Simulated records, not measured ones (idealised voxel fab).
This section sets out a process module, namely voxel capacitor over wiring.
It is cross-section cut that appears here, measuring 150 nm in width, its square cells being 5 nm in size.
We lay out every cross-section as a grid of square cells and spell it out in bands from the top down, where one band means one or more rows of cells.
Heights first: top, then bottom, in nm. Then materials, left to right, each with a width in nm. "full width" on a single material: fills the band edge to edge. "air": empty space.
The level at which height equals 0 is the one under which the wafer, as it arrives, is entirely one material. No lower edge exists for the bottom band, which continues downward and is notated as in "z 0 and below".
The expression "30 to 40" gives the width at the extremes of the band, the first number at its top row of cells and the second at its bottom row, with the width changing by equal amounts from each row to the next in between.
Step note "no change" = no cross-section cell changed.
For the entry "Completely sealed voids", the listed items are empty spaces with no open way to the top whose size is 8 cells or more; each item follows the pattern width x height at distance, where distance is from the left edge and all three are in nm.
Post-settings text on a step line: simulator's own remark regarding the step.
overlay nm: mask offset rightward from planned place, masked step; negative means leftward offset.

# The following list gives the planned process steps
1. RECEIVE [material Si]
2. CONFORMAL_DEP [material SiO2] [thk nm 15]
3. CONFORMAL_DEP [material SiN] [thk nm 5]
4. DIRECTIONAL_DEP [material lowk] [thk nm 20]
5. PATTERN [tone open] [mask id METAL_1] [material resist] [width nm 25] [pitch nm 90] [thk nm 20] [overlay nm 0]
6. DIRECTIONAL_ETCH [etch materials lowk] [depth nm 20]
7. DIRECTIONAL_ETCH [etch materials SiN] [depth nm 5]
8. STRIP [etch materials resist]
9. CONFORMAL_DEP [material TiN] [thk nm 5]
10. FILL_DEP [material W] [thk nm 5]
11. CMP [height nm 40]
12. CONFORMAL_DEP [material SiCN] [thk nm 5]
13. DIRECTIONAL_DEP [material lowk] [thk nm 20]
14. DIRECTIONAL_DEP [material aC] [thk nm 15]
15. PATTERN [tone open] [mask id PLUG_1] [material resist] [width nm 15] [thk nm 35] [overlay nm 0]
16. DIRECTIONAL_ETCH [etch materials aC] [depth nm 15]
17. STRIP [etch materials resist]
18. DIRECTIONAL_ETCH [etch materials lowk] [depth nm 20]
19. DIRECTIONAL_ETCH [etch materials SiCN] [depth nm 5]
20. STRIP [etch materials aC]
21. EPI [material Ru] [thk nm 10]
22. EPI [material Ru] [thk nm 10]
23. EPI [material Ru] [thk nm 5]
24. DIRECTIONAL_DEP [material TiN] [thk nm 10]
25. DIRECTIONAL_DEP [material Al2O3] [thk nm 5]
26. DIRECTIONAL_DEP [material TiN] [thk nm 5]
27. PATTERN [tone cover] [mask id UPPER_PLATE] [material resist] [width nm 70] [thk nm 20] [overlay nm 0]
28. DIRECTIONAL_ETCH [etch materials TiN] [depth nm 5]
29. DIRECTIONAL_ETCH [etch materials Al2O3] [depth nm 5]
30. STRIP [etch materials resist]
31. DIRECTIONAL_DEP [material aC] [thk nm 10]
32. PATTERN [tone cover] [mask id LOWER_PLATE] [material resist] [width nm 80] [thk nm 25] [overlay nm 0]
33. DIRECTIONAL_ETCH [etch materials aC] [depth nm 10]
34. STRIP [etch materials resist]
35. DIRECTIONAL_ETCH [etch materials TiN] [depth nm 10]
36. STRIP [etch materials aC]
37. FILL_DEP [material SiO2] [thk nm 20]
38. CMP [height nm 100]
39. DIRECTIONAL_DEP [material aC] [thk nm 15]
40. PATTERN [tone open] [mask id PLUG_2] [material resist] [width nm 15] [thk nm 30] [overlay nm 0]
41. DIRECTIONAL_ETCH [etch materials aC] [depth nm 15]
42. STRIP [etch materials resist]
43. DIRECTIONAL_ETCH [etch materials SiO2] [depth nm 15]
44. STRIP [etch materials aC]
45. CONFORMAL_DEP [material TiN] [thk nm 5]
46. FILL_DEP [material Cu] [thk nm 10]
47. CMP [height nm 100]
48. CONFORMAL_DEP [material SiCN] [thk nm 5]

# First of two wafers: run as planned

# Delivered wafer in cross-section: state after step 1
* z 0 and below  Si full width
* Completely sealed voids: none

# Wafer xsec, post step 2
* z 15 to 0  SiO2 full width
* Under 0: no change, same as before.

# Wafer xsec, post step 3
* z 20 to 15  SiN full width
* Under 15: no change, same as before.

# Wafer xsec, post step 4
* z 40 to 20  lowk full width
* Under 20: no change, same as before.

# Wafer xsec, post step 5
* z 60 to 40  resist (15), air (25), resist (65), air (25), resist (20)
* Under 40: no change, same as before.

# Wafer xsec, post step 6
* z 60 to 40  resist (15), air (25), resist (65), air (25), resist (20)
* z 40 to 20  lowk (15), air (25), lowk (65), air (25), lowk (20)
* Under 20: no change, same as before.

# Wafer xsec, post step 7
* z 60 to 40  resist (15), air (25), resist (65), air (25), resist (20)
* z 40 to 20  lowk (15), air (25), lowk (65), air (25), lowk (20)
* z 20 to 15  SiN (15), air (25), SiN (65), air (25), SiN (20)
* Under 15: no change, same as before.

# Wafer xsec, post step 8
* z 40 to 20  lowk (15), air (25), lowk (65), air (25), lowk (20)
* Under 20: no change, same as before.

# Wafer xsec, post step 9
* z 45 to 40  TiN (20), air (15), TiN (75), air (15), TiN (25)
* z 40 to 20  lowk (15), TiN (5), air (15), TiN (5), lowk (65), TiN (5), air (15), TiN (5), lowk (20)
* z 20 to 15  SiN (15), TiN (25), SiN (65), TiN (25), SiN (20)
* Under 15: no change, same as before.

# Wafer xsec, post step 10
* z 50 to 45  W full width
* z 45 to 40  TiN (20), W (15), TiN (75), W (15), TiN (25)
* z 40 to 20  lowk (15), TiN (5), W (15), TiN (5), lowk (65), TiN (5), W (15), TiN (5), lowk (20)
* Under 20: no change, same as before.

# Wafer xsec, post step 11
* z 40 to 20  lowk (15), TiN (5), W (15), TiN (5), lowk (65), TiN (5), W (15), TiN (5), lowk (20)
* Under 20: no change, same as before.

# Wafer xsec, post step 12
* z 45 to 40  SiCN full width
* Under 40: no change, same as before.

# Wafer xsec, post step 13
* z 65 to 45  lowk full width
* Under 45: no change, same as before.

# Wafer xsec, post step 14
* z 80 to 65  aC full width
* Under 65: no change, same as before.

# Wafer xsec, post step 15
* z 115 to 80  resist (25), air (15), resist (110)
* Under 80: no change, same as before.

# Wafer xsec, post step 16
* z 100 to 80  resist (25), air (15), resist (110)
* z 80 to 65  aC (25), air (15), aC (110)
* Under 65: no change, same as before.

# Wafer xsec, post step 17
* z 80 to 65  aC (25), air (15), aC (110)
* Under 65: no change, same as before.

# Wafer xsec, post step 18
* z 80 to 65  aC (25), air (15), aC (110)
* z 65 to 45  lowk (25), air (15), lowk (110)
* Under 45: no change, same as before.

# Wafer xsec, post step 19
* z 80 to 65  aC (25), air (15), aC (110)
* z 65 to 45  lowk (25), air (15), lowk (110)
* z 45 to 40  SiCN (25), air (15), SiCN (110)
* Under 40: no change, same as before.

# Wafer xsec, post step 20
* z 65 to 45  lowk (25), air (15), lowk (110)
* Under 45: no change, same as before.

# Wafer xsec, post step 21
* z 65 to 50  lowk (25), air (15), lowk (110)
* z 50 to 45  lowk (25), Ru (15), lowk (110)
* z 45 to 40  SiCN (25), Ru (15), SiCN (110)
* Under 40: no change, same as before.

# Wafer xsec, post step 22
* z 65 to 60  lowk (25), air (15), lowk (110)
* z 60 to 45  lowk (25), Ru (15), lowk (110)
* Under 45: no change, same as before.

# Wafer xsec, post step 23
* z 65 to 45  lowk (25), Ru (15), lowk (110)
* Under 45: no change, same as before.

# Wafer xsec, post step 24
* z 75 to 65  TiN full width
* Under 65: no change, same as before.

# Wafer xsec, post step 25
* z 80 to 75  Al2O3 full width
* Under 75: no change, same as before.

# Wafer xsec, post step 26
* z 85 to 80  TiN full width
* Under 80: no change, same as before.

# Wafer xsec, post step 27
* z 105 to 85  air (25), resist (70), air (55)
* Under 85: no change, same as before.

# Wafer xsec, post step 28
* z 105 to 85  air (25), resist (70), air (55)
* z 85 to 80  air (25), TiN (70), air (55)
* Under 80: no change, same as before.

# Wafer xsec, post step 29
* z 105 to 85  air (25), resist (70), air (55)
* z 85 to 80  air (25), TiN (70), air (55)
* z 80 to 75  air (25), Al2O3 (70), air (55)
* Under 75: no change, same as before.

# Wafer xsec, post step 30
* z 85 to 80  air (25), TiN (70), air (55)
* Under 80: no change, same as before.

# Wafer xsec, post step 31
* z 95 to 85  air (25), aC (70), air (55)
* z 85 to 80  aC (25), TiN (70), aC (55)
* z 80 to 75  aC (25), Al2O3 (70), aC (55)
* Under 75: no change, same as before.

# Wafer xsec, post step 32
* z 120 to 95  air (20), resist (80), air (50)
* z 95 to 85  air (20), resist (5), aC (70), resist (5), air (50)
* Under 85: no change, same as before.

# Wafer xsec, post step 33
* z 110 to 95  air (20), resist (80), air (50)
* z 95 to 85  air (20), resist (5), aC (70), resist (5), air (50)
* z 85 to 80  air (20), aC (5), TiN (70), aC (5), air (50)
* z 80 to 75  air (20), aC (5), Al2O3 (70), aC (5), air (50)
* Under 75: no change, same as before.

# Wafer xsec, post step 34
* z 95 to 85  air (25), aC (70), air (55)
* Under 85: no change, same as before.

# Wafer xsec, post step 35
* z 95 to 85  air (25), aC (70), air (55)
* z 85 to 80  air (20), aC (5), TiN (70), aC (5), air (50)
* z 80 to 75  air (20), aC (5), Al2O3 (70), aC (5), air (50)
* z 75 to 65  air (20), TiN (80), air (50)
* Under 65: no change, same as before.

# Wafer xsec, post step 36
* z 85 to 80  air (25), TiN (70), air (55)
* z 80 to 75  air (25), Al2O3 (70), air (55)
* Under 75: no change, same as before.

# Wafer xsec, post step 37
* z 105 to 85  SiO2 full width
* z 85 to 80  SiO2 (25), TiN (70), SiO2 (55)
* z 80 to 75  SiO2 (25), Al2O3 (70), SiO2 (55)
* z 75 to 65  SiO2 (20), TiN (80), SiO2 (50)
* Under 65: no change, same as before.

# Wafer xsec, post step 38
* z 100 to 85  SiO2 full width
* Under 85: no change, same as before.

# Wafer xsec, post step 39
* z 115 to 100  aC full width
* Under 100: no change, same as before.

# Wafer xsec, post step 40
* z 145 to 115  resist (35), air (15), resist (100)
* Under 115: no change, same as before.

# Wafer xsec, post step 41
* z 130 to 115  resist (35), air (15), resist (100)
* z 115 to 100  aC (35), air (15), aC (100)
* Under 100: no change, same as before.

# Wafer xsec, post step 42
* z 115 to 100  aC (35), air (15), aC (100)
* Under 100: no change, same as before.

# Wafer xsec, post step 43
* z 115 to 100  aC (35), air (15), aC (100)
* z 100 to 85  SiO2 (35), air (15), SiO2 (100)
* Under 85: no change, same as before.

# Wafer xsec, post step 44
* z 100 to 85  SiO2 (35), air (15), SiO2 (100)
* Under 85: no change, same as before.

# Wafer xsec, post step 45
* z 105 to 100  TiN (40), air (5), TiN (105)
* z 100 to 90  SiO2 (35), TiN (5), air (5), TiN (5), SiO2 (100)
* z 90 to 80  SiO2 (35 to 25), TiN (15 to 70), SiO2 (100 to 55)
* Under 80: no change, same as before.

# Wafer xsec, post step 46
* z 115 to 105  Cu full width
* z 105 to 100  TiN (40), Cu (5), TiN (105)
* z 100 to 90  SiO2 (35), TiN (5), Cu (5), TiN (5), SiO2 (100)
* Under 90: no change, same as before.

# Wafer xsec, post step 47
* z 100 to 90  SiO2 (35), TiN (5), Cu (5), TiN (5), SiO2 (100)
* Under 90: no change, same as before.

# Wafer xsec, post step 48
* z 105 to 100  SiCN full width
* Under 100: no change, same as before.

# Second wafer: same start and same plan as the first, one execution error; identical to the first through step 14

# Cross-section of the second wafer at the time step 15 of the plan should have ended
* z 115 to 80  air (25), resist (15), air (110)
* Under 80: no change, same as before.

# Cross-section of the second wafer at the time step 16 of the plan should have ended
* z 100 to 80  air (25), resist (15), air (110)
* z 80 to 65  air (25), aC (15), air (110)
* Under 65: no change, same as before.

# Cross-section of the second wafer at the time step 17 of the plan should have ended
* z 80 to 65  air (25), aC (15), air (110)
* Under 65: no change, same as before.

# Cross-section of the second wafer at the time step 18 of the plan should have ended
* z 80 to 65  air (25), aC (15), air (110)
* z 65 to 45  air (25), lowk (15), air (110)
* Under 45: no change, same as before.

# Cross-section of the second wafer at the time step 19 of the plan should have ended
* z 80 to 65  air (25), aC (15), air (110)
* z 65 to 45  air (25), lowk (15), air (110)
* z 45 to 40  air (25), SiCN (15), air (110)
* Under 40: no change, same as before.

# Cross-section of the second wafer at the time step 20 of the plan should have ended
* z 65 to 45  air (25), lowk (15), air (110)
* Under 45: no change, same as before.

# Cross-section of the second wafer at the time step 21 of the plan should have ended
* z 65 to 50  air (25), lowk (15), air (110)
* z 50 to 45  air (5), Ru (20), lowk (15), air (55), Ru (45), air (10)
* z 45 to 40  air (5), Ru (20), SiCN (15), air (55), Ru (45), air (10)
* Under 40: no change, same as before.

# Cross-section of the second wafer at the time step 22 of the plan should have ended
* z 65 to 60  air (25), lowk (15), air (110)
* z 60 to 45  Ru (25), lowk (15), air (45), Ru (65)
* z 45 to 40  Ru (25), SiCN (15), air (45), Ru (65)
* Under 40: no change, same as before.

# Cross-section of the second wafer at the time step 23 of the plan should have ended
* z 65 to 45  Ru (25), lowk (15), air (40), Ru (70)
* z 45 to 40  Ru (25), SiCN (15), air (40), Ru (70)
* Under 40: no change, same as before.

# Cross-section of the second wafer at the time step 24 of the plan should have ended
* z 75 to 65  TiN (40), air (40), TiN (70)
* z 65 to 50  Ru (25), lowk (15), air (40), Ru (70)
* z 50 to 45  Ru (25), lowk (15), TiN (40), Ru (70)
* z 45 to 40  Ru (25), SiCN (15), TiN (40), Ru (70)
* Under 40: no change, same as before.

# Cross-section of the second wafer at the time step 25 of the plan should have ended
* z 80 to 75  Al2O3 (40), air (40), Al2O3 (70)
* z 75 to 65  TiN (40), air (40), TiN (70)
* z 65 to 55  Ru (25), lowk (15), air (40), Ru (70)
* z 55 to 50  Ru (25), lowk (15), Al2O3 (40), Ru (70)
* Under 50: no change, same as before.

# Cross-section of the second wafer at the time step 26 of the plan should have ended
* z 85 to 80  TiN (40), air (40), TiN (70)
* z 80 to 75  Al2O3 (40), air (40), Al2O3 (70)
* z 75 to 65  TiN (40), air (40), TiN (70)
* z 65 to 60  Ru (25), lowk (15), air (40), Ru (70)
* z 60 to 55  Ru (25), lowk (15), TiN (40), Ru (70)
* Under 55: no change, same as before.

# Cross-section of the second wafer at the time step 27 of the plan should have ended
* z 105 to 85  air (25), resist (70), air (55)
* z 85 to 80  TiN (40), resist (40), TiN (70)
* z 80 to 75  Al2O3 (40), resist (40), Al2O3 (70)
* z 75 to 65  TiN (40), resist (40), TiN (70)
* z 65 to 60  Ru (25), lowk (15), resist (40), Ru (70)
* Under 60: no change, same as before.

# Cross-section of the second wafer at the time step 28 of the plan should have ended
* z 105 to 85  air (25), resist (70), air (55)
* z 85 to 80  air (25), TiN (15), resist (40), TiN (15), air (55)
* Under 80: no change, same as before.

# Cross-section of the second wafer at the time step 29 of the plan should have ended
* z 105 to 85  air (25), resist (70), air (55)
* z 85 to 80  air (25), TiN (15), resist (40), TiN (15), air (55)
* z 80 to 75  air (25), Al2O3 (15), resist (40), Al2O3 (15), air (55)
* Under 75: no change, same as before.

# Cross-section of the second wafer at the time step 30 of the plan should have ended
* z 85 to 80  air (25), TiN (15), air (40), TiN (15), air (55)
* z 80 to 75  air (25), Al2O3 (15), air (40), Al2O3 (15), air (55)
* z 75 to 65  TiN (40), air (40), TiN (70)
* z 65 to 60  Ru (25), lowk (15), air (40), Ru (70)
* Under 60: no change, same as before.

# Cross-section of the second wafer at the time step 31 of the plan should have ended
* z 95 to 85  air (25), aC (15), air (40), aC (15), air (55)
* z 85 to 80  aC (25), TiN (15), air (40), TiN (15), aC (55)
* z 80 to 75  aC (25), Al2O3 (15), air (40), Al2O3 (15), aC (55)
* z 75 to 70  TiN (40), air (40), TiN (70)
* z 70 to 65  TiN (40), aC (40), TiN (70)
* z 65 to 60  Ru (25), lowk (15), aC (40), Ru (70)
* Under 60: no change, same as before.

# Cross-section of the second wafer at the time step 32 of the plan should have ended
* z 120 to 95  air (20), resist (80), air (50)
* z 95 to 85  air (20), resist (5), aC (15), resist (40), aC (15), resist (5), air (50)
* z 85 to 80  aC (25), TiN (15), resist (40), TiN (15), aC (55)
* z 80 to 75  aC (25), Al2O3 (15), resist (40), Al2O3 (15), aC (55)
* z 75 to 70  TiN (40), resist (40), TiN (70)
* Under 70: no change, same as before.

# Cross-section of the second wafer at the time step 33 of the plan should have ended
* z 110 to 95  air (20), resist (80), air (50)
* z 95 to 85  air (20), resist (5), aC (15), resist (40), aC (15), resist (5), air (50)
* z 85 to 80  air (20), aC (5), TiN (15), resist (40), TiN (15), aC (5), air (50)
* z 80 to 75  air (20), aC (5), Al2O3 (15), resist (40), Al2O3 (15), aC (5), air (50)
* Under 75: no change, same as before.

# Cross-section of the second wafer at the time step 34 of the plan should have ended
* z 95 to 85  air (25), aC (15), air (40), aC (15), air (55)
* z 85 to 80  air (20), aC (5), TiN (15), air (40), TiN (15), aC (5), air (50)
* z 80 to 75  air (20), aC (5), Al2O3 (15), air (40), Al2O3 (15), aC (5), air (50)
* z 75 to 70  TiN (40), air (40), TiN (70)
* Under 70: no change, same as before.

# Cross-section of the second wafer at the time step 35 of the plan should have ended
* z 95 to 85  air (25), aC (15), air (40), aC (15), air (55)
* z 85 to 80  air (20), aC (5), TiN (15), air (40), TiN (15), aC (5), air (50)
* z 80 to 75  air (20), aC (5), Al2O3 (15), air (40), Al2O3 (15), aC (5), air (50)
* z 75 to 70  air (20), TiN (20), air (40), TiN (20), air (50)
* z 70 to 65  air (20), TiN (20), aC (40), TiN (20), air (50)
* Under 65: no change, same as before.

# Cross-section of the second wafer at the time step 36 of the plan should have ended
* z 85 to 80  air (25), TiN (15), air (40), TiN (15), air (55)
* z 80 to 75  air (25), Al2O3 (15), air (40), Al2O3 (15), air (55)
* z 75 to 65  air (20), TiN (20), air (40), TiN (20), air (50)
* z 65 to 60  Ru (25), lowk (15), air (40), Ru (70)
* Under 60: no change, same as before.

# Cross-section of the second wafer at the time step 37 of the plan should have ended
* z 105 to 85  SiO2 full width
* z 85 to 80  SiO2 (25), TiN (15), SiO2 (40), TiN (15), SiO2 (55)
* z 80 to 75  SiO2 (25), Al2O3 (15), SiO2 (40), Al2O3 (15), SiO2 (55)
* z 75 to 65  SiO2 (20), TiN (20), SiO2 (40), TiN (20), SiO2 (50)
* z 65 to 60  Ru (25), lowk (15), SiO2 (40), Ru (70)
* Under 60: no change, same as before.

# Cross-section of the second wafer at the time step 38 of the plan should have ended
* z 100 to 85  SiO2 full width
* Under 85: no change, same as before.

# Cross-section of the second wafer at the time step 39 of the plan should have ended
* z 115 to 100  aC full width
* Under 100: no change, same as before.

# Cross-section of the second wafer at the time step 40 of the plan should have ended
* z 145 to 115  resist (35), air (15), resist (100)
* Under 115: no change, same as before.

# Cross-section of the second wafer at the time step 41 of the plan should have ended
* z 130 to 115  resist (35), air (15), resist (100)
* z 115 to 100  aC (35), air (15), aC (100)
* Under 100: no change, same as before.

# Cross-section of the second wafer at the time step 42 of the plan should have ended
* z 115 to 100  aC (35), air (15), aC (100)
* Under 100: no change, same as before.

# Cross-section of the second wafer at the time step 43 of the plan should have ended
* z 115 to 100  aC (35), air (15), aC (100)
* z 100 to 85  SiO2 (35), air (15), SiO2 (100)
* Under 85: no change, same as before.

# Cross-section of the second wafer at the time step 44 of the plan should have ended
* z 100 to 85  SiO2 (35), air (15), SiO2 (100)
* Under 85: no change, same as before.

# Cross-section of the second wafer at the time step 45 of the plan should have ended
* z 105 to 100  TiN (40), air (5), TiN (105)
* z 100 to 90  SiO2 (35), TiN (5), air (5), TiN (5), SiO2 (100)
* z 90 to 85  SiO2 (35), TiN (15), SiO2 (100)
* Under 85: no change, same as before.

# Cross-section of the second wafer at the time step 46 of the plan should have ended
* z 115 to 105  Cu full width
* z 105 to 100  TiN (40), Cu (5), TiN (105)
* z 100 to 90  SiO2 (35), TiN (5), Cu (5), TiN (5), SiO2 (100)
* Under 90: no change, same as before.

# Cross-section of the second wafer at the time step 47 of the plan should have ended
* z 100 to 90  SiO2 (35), TiN (5), Cu (5), TiN (5), SiO2 (100)
* Under 90: no change, same as before.

# Cross-section of the second wafer at the time step 48 of the plan should have ended
* z 105 to 100  SiCN full width
* Under 100: no change, same as before.
What was done differently from what was planned? step 15 ran with different settings than intended, the actual operation and settings being PATTERN [tone cover] [mask id PLUG_1] [material resist] [width nm 15] [thk nm 35] [overlay nm 0]
Wafer comparison, final, in cells, second relative to first, materials more or fewer: Ru: 80 more, SiCN: 24 fewer, SiO2: 40 more, lowk: 96 fewer
